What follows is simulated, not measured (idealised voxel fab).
process module | voxel gate over fins
cross-section cut | 245 nm wide | cells 5 nm
A cross-section is a grid of square cells, given in bands from the top down. A band is one or more rows of cells.
Each band's line starts with the height of the band's top and of its bottom, in nm. Then come its materials from left to right, each with its width in nm. One material with "throughout" fills the band from edge to edge. "air" is empty space.
Height 0 is the level under which the wafer as received is all one material. The lowest band goes on downwards, as in "0 down".
A width such as "30 to 40" changes by the same amount from each row of cells to the next, from the band's top row to its bottom row.
"no change" after a step means that no cell of the cross-section changed.
closed voids: empty space of 8 cells or more with no open way to the top, each as width x height at its distance from the left edge, in nm
after a step's settings: what the simulator itself notes on the step
overlay nm, on a step with a mask: how far to the right of its planned place the mask lay; to the left if negative
plan
1 op RECEIVE | material Si
2 op CONFORMAL_DEP | material SiN | thk nm 5
3 op MASKED_ETCH | tone cover | mask id FINS | width nm 15 | pitch nm 55 | etch materials SiN | depth nm 5 | overlay nm 0
4 op MASKED_ETCH | tone cover | mask id FINS | width nm 15 | pitch nm 55 | etch materials Si | depth nm 30 | overlay nm 0
5 op OXIDIZE | depth nm 5
6 op FILL_DEP | material SiO2 | thk nm 15
7 op CMP | height nm 5
8 op PATTERN | tone open | mask id RAIL | material resist | width nm 15 | thk nm 20 | overlay nm 0
9 op DIRECTIONAL_ETCH | etch materials SiO2 | depth nm 30
10 op STRIP | etch materials resist
11 op CONFORMAL_DEP | material TiN | thk nm 5
12 op FILL_DEP | material W | thk nm 5
13 op CMP | height nm 5
14 op SELECTIVE_ETCH | etch materials W Ru TiN | depth nm 25
15 op FILL_DEP | material SiO2 | thk nm 5
16 op CMP | height nm 5
17 op SELECTIVE_ETCH | etch materials SiO2 | depth nm 20
18 op STRIP | etch materials SiN
19 op CONFORMAL_DEP | material HfO2 | thk nm 5
20 op CONFORMAL_DEP | material TiN | thk nm 5
21 op FILL_DEP | material W | thk nm 10
22 op CMP | height nm 15
23 op CONFORMAL_DEP | material SiN | thk nm 5
as received, after step 1
  0 down: Si throughout
  closed voids: none
first wafer at the end, as planned
  20 to 15: SiN throughout
  15 to 10: W throughout
  10 to 5: W 25 | TiN 25 | W 30 | TiN 25 | W 30 | TiN 25 | W 30 | TiN 25 | W 30
  5 to 0: W 25 | TiN 5 | HfO2 15 | TiN 5 | W 30 | TiN 5 | HfO2 15 | TiN 5 | W 30 | TiN 5 | HfO2 15 | TiN 5 | W 30 | TiN 5 | HfO2 15 | TiN 5 | W 30
  0 to -5: W 25 | TiN 5 | HfO2 5 | Si 5 | HfO2 5 | TiN 5 | W 30 | TiN 5 | HfO2 5 | Si 5 | HfO2 5 | TiN 5 | W 30 | TiN 5 | HfO2 5 | Si 5 | HfO2 5 | TiN 5 | W 30 | TiN 5 | HfO2 5 | Si 5 | HfO2 5 | TiN 5 | W 30
  -5 to -10: TiN 30 | HfO2 5 | Si 5 | HfO2 5 | TiN 40 | HfO2 5 | Si 5 | HfO2 5 | TiN 40 | HfO2 5 | Si 5 | HfO2 5 | TiN 40 | HfO2 5 | Si 5 | HfO2 5 | TiN 35
  -10 to -15: HfO2 35 | Si 5 | HfO2 50 | Si 5 | HfO2 50 | Si 5 | HfO2 50 | Si 5 | HfO2 40
  -15 to -20: SiO2 35 | Si 5 | SiO2 50 | Si 5 | SiO2 50 | Si 5 | SiO2 50 | Si 5 | SiO2 40
  -20 to -25: SiO2 35 | Si 5 | SiO2 15 | TiN 15 | SiO2 20 | Si 5 | SiO2 50 | Si 5 | SiO2 50 | Si 5 | SiO2 40
  -25 to -35: SiO2 35 | Si 5 | SiO2 50 | Si 5 | SiO2 50 | Si 5 | SiO2 50 | Si 5 | SiO2 40
  -35 down: Si throughout
  closed voids: none
second wafer at the end: like start, like plan, one mistake
  20 to 15: TiN throughout
  15 to 10: W throughout
  10 to 5: W 25 | TiN 25 | W 30 | TiN 25 | W 30 | TiN 25 | W 30 | TiN 25 | W 30
  5 to 0: W 25 | TiN 5 | HfO2 15 | TiN 5 | W 30 | TiN 5 | HfO2 15 | TiN 5 | W 30 | TiN 5 | HfO2 15 | TiN 5 | W 30 | TiN 5 | HfO2 15 | TiN 5 | W 30
  0 to -5: W 25 | TiN 5 | HfO2 5 | Si 5 | HfO2 5 | TiN 5 | W 30 | TiN 5 | HfO2 5 | Si 5 | HfO2 5 | TiN 5 | W 30 | TiN 5 | HfO2 5 | Si 5 | HfO2 5 | TiN 5 | W 30 | TiN 5 | HfO2 5 | Si 5 | HfO2 5 | TiN 5 | W 30
  -5 to -10: TiN 30 | HfO2 5 | Si 5 | HfO2 5 | TiN 40 | HfO2 5 | Si 5 | HfO2 5 | TiN 40 | HfO2 5 | Si 5 | HfO2 5 | TiN 40 | HfO2 5 | Si 5 | HfO2 5 | TiN 35
  -10 to -15: HfO2 35 | Si 5 | HfO2 50 | Si 5 | HfO2 50 | Si 5 | HfO2 50 | Si 5 | HfO2 40
  -15 to -20: SiO2 35 | Si 5 | SiO2 50 | Si 5 | SiO2 50 | Si 5 | SiO2 50 | Si 5 | SiO2 40
  -20 to -25: SiO2 35 | Si 5 | SiO2 15 | TiN 15 | SiO2 20 | Si 5 | SiO2 50 | Si 5 | SiO2 50 | Si 5 | SiO2 40
  -25 to -35: SiO2 35 | Si 5 | SiO2 50 | Si 5 | SiO2 50 | Si 5 | SiO2 50 | Si 5 | SiO2 40
  -35 down: Si throughout
  closed voids: none
what went wrong: step 23 ran as: op CONFORMAL_DEP | material TiN | thk nm 5
at the end the second wafer has, in cells: 49 fewer of SiN | 49 more of TiN
